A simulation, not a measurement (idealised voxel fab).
process module | voxel double patterning
cross-section cut | 215 nm wide | cells 5 nm
A cross-section is a grid of square cells, given in bands from the top down. A band is one or more rows of cells.
Each band's line starts with the height of the band's top and of its bottom, in nm. Then come its materials from left to right, each with its width in nm. One material with "throughout" fills the band from edge to edge. "air" is empty space.
Height 0 is the level under which the wafer as received is all one material. The lowest band goes on downwards, as in "0 down".
A width such as "30 to 40" changes by the same amount from each row of cells to the next, from the band's top row to its bottom row.
"no change" after a step means that no cell of the cross-section changed.
closed voids: empty space of 8 cells or more with no open way to the top, each as width x height at its distance from the left edge, in nm
after a step's settings: what the simulator itself notes on the step
overlay nm, on a step with a mask: how far to the right of its planned place the mask lay; to the left if negative
plan
1 op RECEIVE | material Si
2 op CONFORMAL_DEP | material SiO2 | thk nm 5
3 op DIRECTIONAL_DEP | material W | thk nm 20
4 op DIRECTIONAL_DEP | material SiCN | thk nm 5
5 op DIRECTIONAL_DEP | material aC | thk nm 10
6 op PATTERN | tone open | mask id FIRST | material resist | width nm 15 | pitch nm 50 | thk nm 25 | overlay nm 0
7 op DIRECTIONAL_ETCH | etch materials aC | depth nm 10
8 op STRIP | etch materials resist
9 op DIRECTIONAL_ETCH | etch materials SiCN | depth nm 5
10 op STRIP | etch materials aC
11 op MASKED_ETCH | tone open | mask id SECOND | width nm 15 | pitch nm 50 | etch materials SiCN | depth nm 5 | overlay nm 0
12 op DIRECTIONAL_ETCH | etch materials W | depth nm 20
13 op STRIP | etch materials SiCN
first wafer, as planned
as received, after step 1
  0 down: Si throughout
  closed voids: none
after step 2
  5 to 0: SiO2 throughout
  below 0: unchanged
after step 3
  25 to 5: W throughout
  below 5: unchanged
after step 4
  30 to 25: SiCN throughout
  below 25: unchanged
after step 5
  40 to 30: aC throughout
  below 30: unchanged
after step 6
  65 to 40: resist 50 | air 15 | resist 35 | air 15 | resist 35 | air 15 | resist 50
  below 40: unchanged
after step 7
  55 to 40: resist 50 | air 15 | resist 35 | air 15 | resist 35 | air 15 | resist 50
  40 to 30: aC 50 | air 15 | aC 35 | air 15 | aC 35 | air 15 | aC 50
  below 30: unchanged
after step 8
  40 to 30: aC 50 | air 15 | aC 35 | air 15 | aC 35 | air 15 | aC 50
  below 30: unchanged
after step 9
  40 to 30: aC 50 | air 15 | aC 35 | air 15 | aC 35 | air 15 | aC 50
  30 to 25: SiCN 50 | air 15 | SiCN 35 | air 15 | SiCN 35 | air 15 | SiCN 50
  below 25: unchanged
after step 10
  30 to 25: SiCN 50 | air 15 | SiCN 35 | air 15 | SiCN 35 | air 15 | SiCN 50
  below 25: unchanged
after step 11
  30 to 25: SiCN 50 | air 15 | SiCN 10 | air 15 | SiCN 10 | air 15 | SiCN 10 | air 15 | SiCN 10 | air 15 | SiCN 50
  below 25: unchanged
after step 12
  30 to 25: SiCN 50 | air 15 | SiCN 10 | air 15 | SiCN 10 | air 15 | SiCN 10 | air 15 | SiCN 10 | air 15 | SiCN 50
  25 to 5: W 50 | air 15 | W 10 | air 15 | W 10 | air 15 | W 10 | air 15 | W 10 | air 15 | W 50
  below 5: unchanged
after step 13
  25 to 5: W 50 | air 15 | W 10 | air 15 | W 10 | air 15 | W 10 | air 15 | W 10 | air 15 | W 50
  below 5: unchanged
second wafer: like start, like plan, one mistake. Through step 5 it matches the first wafer
when step 6 should have ended
  65 to 40: resist 45 | air 25 | resist 25 | air 25 | resist 25 | air 25 | resist 45
  below 40: unchanged
when step 7 should have ended
  55 to 40: resist 45 | air 25 | resist 25 | air 25 | resist 25 | air 25 | resist 45
  40 to 30: aC 45 | air 25 | aC 25 | air 25 | aC 25 | air 25 | aC 45
  below 30: unchanged
when step 8 should have ended
  40 to 30: aC 45 | air 25 | aC 25 | air 25 | aC 25 | air 25 | aC 45
  below 30: unchanged
when step 9 should have ended
  40 to 30: aC 45 | air 25 | aC 25 | air 25 | aC 25 | air 25 | aC 45
  30 to 25: SiCN 45 | air 25 | SiCN 25 | air 25 | SiCN 25 | air 25 | SiCN 45
  below 25: unchanged
when step 10 should have ended
  30 to 25: SiCN 45 | air 25 | SiCN 25 | air 25 | SiCN 25 | air 25 | SiCN 45
  below 25: unchanged
when step 11 should have ended
  30 to 25: SiCN 45 | air 25 | SiCN 5 | air 15 | SiCN 5 | air 25 | SiCN 5 | air 15 | SiCN 5 | air 25 | SiCN 45
  below 25: unchanged
when step 12 should have ended
  30 to 25: SiCN 45 | air 25 | SiCN 5 | air 15 | SiCN 5 | air 25 | SiCN 5 | air 15 | SiCN 5 | air 25 | SiCN 45
  25 to 5: W 45 | air 25 | W 5 | air 15 | W 5 | air 25 | W 5 | air 15 | W 5 | air 25 | W 45
  below 5: unchanged
when step 13 should have ended
  25 to 5: W 45 | air 25 | W 5 | air 15 | W 5 | air 25 | W 5 | air 15 | W 5 | air 25 | W 45
  below 5: unchanged
what went wrong: step 6 ran as: op PATTERN | tone open | mask id FIRST | material resist | width nm 25 | pitch nm 50 | thk nm 25 | overlay nm 0
at the end the second wafer has, in cells: 24 fewer of W
